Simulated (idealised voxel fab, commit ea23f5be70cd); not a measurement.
This is a process module. Its name is voxel ribs on slabs.
Pictured: cross-section cut, 150 nm wide, on a grid of 5 nm square cells.
Notation: cross-section as square-cell grid; stated in bands, top first, going down; one or more cell rows per band.
Read a band's entry like this: the first values are the height of its top and the height of its bottom in nm, and what follows is the sequence of materials from left to right, each with its width in nm. Note that "air" is empty space, and that a single material marked "everywhere" reaches across the band from edge to edge.
Beneath 0, the wafer as received is one material, and that level is where height counting begins. The lowest band goes on downward without a bottom; it is written like "0 and below".
Read "30..40" as a graded width: first number on top, second number at the bottom, same change between each pair of neighbouring rows.
Step note "nothing got changed" = no cross-section cell changed.
Empty spaces without an open route to the top, at least 8 cells in extent, make up the entry "Fully sealed voids"; each is given as width x height at distance, where the distance is measured from the left edge, and all are in nm.
Read whatever lies past the settings on a step's line as the simulator's own remark about the step.
overlay nm: how far to the right of its planned place the mask lay on this masked step (negative: to the left).
### Intended process steps
1 RECEIVE,material Si
2 DIRECTIONAL_DEP,material SiO2,thk nm 30
3 DIRECTIONAL_DEP,material polySi,thk nm 20
4 DIRECTIONAL_DEP,material aC,thk nm 15
5 PATTERN,tone cover,mask id RIB,material resist,width nm 30,thk nm 30,overlay nm 0
6 DIRECTIONAL_ETCH,etch materials aC,depth nm 15
7 STRIP,etch materials resist
8 DIRECTIONAL_ETCH,etch materials polySi,depth nm 15
9 STRIP,etch materials aC
10 DIRECTIONAL_DEP,material aC,thk nm 10
11 PATTERN,tone cover,mask id SLAB,material resist,width nm 90,thk nm 25,overlay nm 0
12 DIRECTIONAL_ETCH,etch materials aC,depth nm 10
13 STRIP,etch materials resist
14 DIRECTIONAL_ETCH,etch materials polySi,depth nm 5
15 STRIP,etch materials aC
16 FILL_DEP,material SiO2,thk nm 25
17 CMP,height nm 65
18 DIRECTIONAL_DEP,material W,thk nm 5
19 PATTERN,tone cover,mask id HEATER,material resist,width nm 40,thk nm 15,overlay nm 0
20 DIRECTIONAL_ETCH,etch materials W,depth nm 5
21 STRIP,etch materials resist
22 CONFORMAL_DEP,material SiN,thk nm 10
### Incoming wafer in cross-section (state: after step 1)
0 and below  Si everywhere
Fully sealed voids: none
### Run as planned - first of the two wafers cross-sectioned at the end of the module
80 down to 75  45 of air  60 of SiN  45 of air
75 down to 70  SiN everywhere
70 down to 65  55 of SiN  40 of W  55 of SiN
65 down to 50  SiO2 everywhere
50 down to 35  60 of SiO2  30 of polySi  60 of SiO2
35 down to 30  30 of SiO2  90 of polySi  30 of SiO2
30 down to 0  SiO2 everywhere
0 and below  Si everywhere
Fully sealed voids: none
### Cross-sectional image of the second wafer of the two following completion of the module. Starting state and process plan were the same as for the first wafer; one execution error occurred
80 down to 75  45 of air  60 of SiN  45 of air
75 down to 70  SiN everywhere
70 down to 65  55 of SiN  40 of W  55 of SiN
65 down to 55  60 of SiO2  30 of polySi  60 of SiO2
55 down to 50  30 of SiO2  90 of polySi  30 of SiO2
50 down to 30  polySi everywhere
30 down to 0  SiO2 everywhere
0 and below  Si everywhere
Fully sealed voids: none
Deviation noted in wafer processing: yeah, plan step 3 got run twice
Final cells, second wafer relative to first, materials higher or lower: -114 SiO2; +114 polySi
